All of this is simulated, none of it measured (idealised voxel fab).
process module | voxel tone inversion
cross-section cut | 295 nm wide | cells 5 nm
A cross-section is a grid of square cells, given in bands from the top down. A band is one or more rows of cells.
Each band's line starts with the height of the band's top and of its bottom, in nm. Then come its materials from left to right, each with its width in nm. One material with "throughout" fills the band from edge to edge. "air" is empty space.
Height 0 is the level under which the wafer as received is all one material. The lowest band goes on downwards, as in "0 down".
A width such as "30 to 40" changes by the same amount from each row of cells to the next, from the band's top row to its bottom row.
"no change" after a step means that no cell of the cross-section changed.
closed voids: empty space of 8 cells or more with no open way to the top, each as width x height at its distance from the left edge, in nm
after a step's settings: what the simulator itself notes on the step
overlay nm, on a step with a mask: how far to the right of its planned place the mask lay; to the left if negative
plan
1 op RECEIVE | material Si
2 op CONFORMAL_DEP | material SiN | thk nm 5
3 op DIRECTIONAL_DEP | material polySi | thk nm 20
4 op PATTERN | tone cover | mask id POSTS | material resist | width nm 25 | pitch nm 55 | thk nm 25 | overlay nm 0
5 op DIRECTIONAL_ETCH | etch materials polySi | depth nm 20
6 op STRIP | etch materials resist
7 op FILL_DEP | material lowk | thk nm 5
8 op CMP | height nm 25
9 op STRIP | etch materials polySi
10 op CONFORMAL_DEP | material TiN | thk nm 5
11 op FILL_DEP | material Cu | thk nm 10
12 op CMP | height nm 25
13 op CONFORMAL_DEP | material SiCN | thk nm 5
as received, after step 1
  0 down: Si throughout
  closed voids: none
a wafer at the end: this start, this plan, one mistake
  30 to 25: SiCN throughout
  25 to 10: Cu 75 | TiN 5 | lowk 25 | TiN 5 | Cu 20 | TiN 5 | lowk 25 | TiN 5 | Cu 20 | TiN 5 | lowk 25 | TiN 5 | Cu 75
  10 to 5: TiN 80 | lowk 25 | TiN 30 | lowk 25 | TiN 30 | lowk 25 | TiN 80
  5 to 0: SiN throughout
  0 down: Si throughout
  closed voids: none
what went wrong: step 4 ran as: op PATTERN | tone open | mask id POSTS | material resist | width nm 25 | pitch nm 55 | thk nm 25 | overlay nm 0
